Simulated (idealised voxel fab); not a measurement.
The name of this process module is voxel gate over fins.
It is cross-section cut that appears here, measuring 145 nm in width, its square cells being 5 nm in size.
We lay out every cross-section as a grid of square cells and spell it out in bands from the top down, where one band means one or more rows of cells. Top, bottom (nm), then materials left to right with widths (nm); lone material tagged "throughout" fills the whole band edge to edge; "blank" = empty space. All heights in this document are referenced to 0, defined as the level beneath which the wafer, as received, consists entirely of one material. The lowest band is not bounded below; it extends indefinitely downward and is written in the form "top 0, no bottom". It should be noted that a width expressed as "30 to 40" varies in equal increments from row to row of cells within the band, taking the value of the first number at the top row and that of the second number at the bottom row. "everything unchanged", as given for a step, is the statement that not any cell of the cross-section underwent a change during that step. Closed empty spaces (no open way to the top) of 8 cells or more are what "Fully sealed voids" lists, each as width x height at distance from the left edge, nm for all three. Text after the settings on a step's line: the simulator's own remark on that step. The "overlay nm" setting may appear on a step's line; for a step that uses a mask, it gives how far to the right of its planned position the mask lay, and a negative value indicates the left.

-- Listed below are the process steps as planned
- 1: RECEIVE with material Si
- 2: CONFORMAL_DEP with material SiN, thk nm 5
- 3: PATTERN with tone cover, mask id FINS, material resist, width nm 15, pitch nm 50, thk nm 15, overlay nm 0
- 4: DIRECTIONAL_ETCH with etch materials SiN, depth nm 5
- 5: DIRECTIONAL_ETCH with etch materials Si, depth nm 40
- 6: STRIP with etch materials resist
- 7: FILL_DEP with material SiO2, thk nm 15
- 8: CMP with height nm 5
- 9: PATTERN with tone open, mask id RAIL, material resist, width nm 15, thk nm 15, overlay nm -15
- 10: DIRECTIONAL_ETCH with etch materials SiO2, depth nm 40
- 11: STRIP with etch materials resist
- 12: CONFORMAL_DEP with material TiN, thk nm 5
- 13: FILL_DEP with material Ru, thk nm 5
- 14: CMP with height nm 5
- 15: SELECTIVE_ETCH with etch materials W Ru TiN, depth nm 20
- 16: FILL_DEP with material SiO2, thk nm 5
- 17: CMP with height nm 5
- 18: SELECTIVE_ETCH with etch materials SiO2, depth nm 15
- 19: STRIP with etch materials SiN
- 20: CONFORMAL_DEP with material HfO2, thk nm 5
- 21: CONFORMAL_DEP with material TiN, thk nm 5
- 22: CONFORMAL_DEP with material TiAl, thk nm 5
- 23: CONFORMAL_DEP with material TiN, thk nm 5
- 24: FILL_DEP with material W, thk nm 15
- 25: CMP with height nm 30
- 26: CONFORMAL_DEP with material SiN, thk nm 10
Wafer-to-wafer difference: overlay nm, step 9. Common start. Plan = first wafer's value.

-- Cut through the first of several wafers as received, post step 1
	top 0, no bottom = Si throughout
	Fully sealed voids: none

-- What follows is a table in which each wafer occupies a row; for the wafer as it stands at the close of the module, the row states, material by material, how many cells have been gained (+) or lost (-) since receipt, and then gives its closed voids
overlay nm -15 | +41 HfO2 | -160 Si | +58 SiN | +112 SiO2 | +41 TiAl | +82 TiN | +58 W | Fully sealed voids: none
overlay nm -10 | +41 HfO2 | +3 Ru | -160 Si | +58 SiN | +108 SiO2 | +41 TiAl | +83 TiN | +58 W | Fully sealed voids: none
overlay nm -5 | +41 HfO2 | +3 Ru | -160 Si | +58 SiN | +108 SiO2 | +41 TiAl | +83 TiN | +58 W | Fully sealed voids: none
overlay nm 0 | +41 HfO2 | +3 Ru | -160 Si | +58 SiN | +108 SiO2 | +41 TiAl | +83 TiN | +58 W | Fully sealed voids: none
overlay nm 5 | +41 HfO2 | +3 Ru | -160 Si | +58 SiN | +108 SiO2 | +41 TiAl | +83 TiN | +58 W | Fully sealed voids: none
overlay nm 10 | +41 HfO2 | +3 Ru | -160 Si | +58 SiN | +108 SiO2 | +41 TiAl | +83 TiN | +58 W | Fully sealed voids: none
overlay nm 15 | +41 HfO2 | -160 Si | +58 SiN | +112 SiO2 | +41 TiAl | +82 TiN | +58 W | Fully sealed voids: none
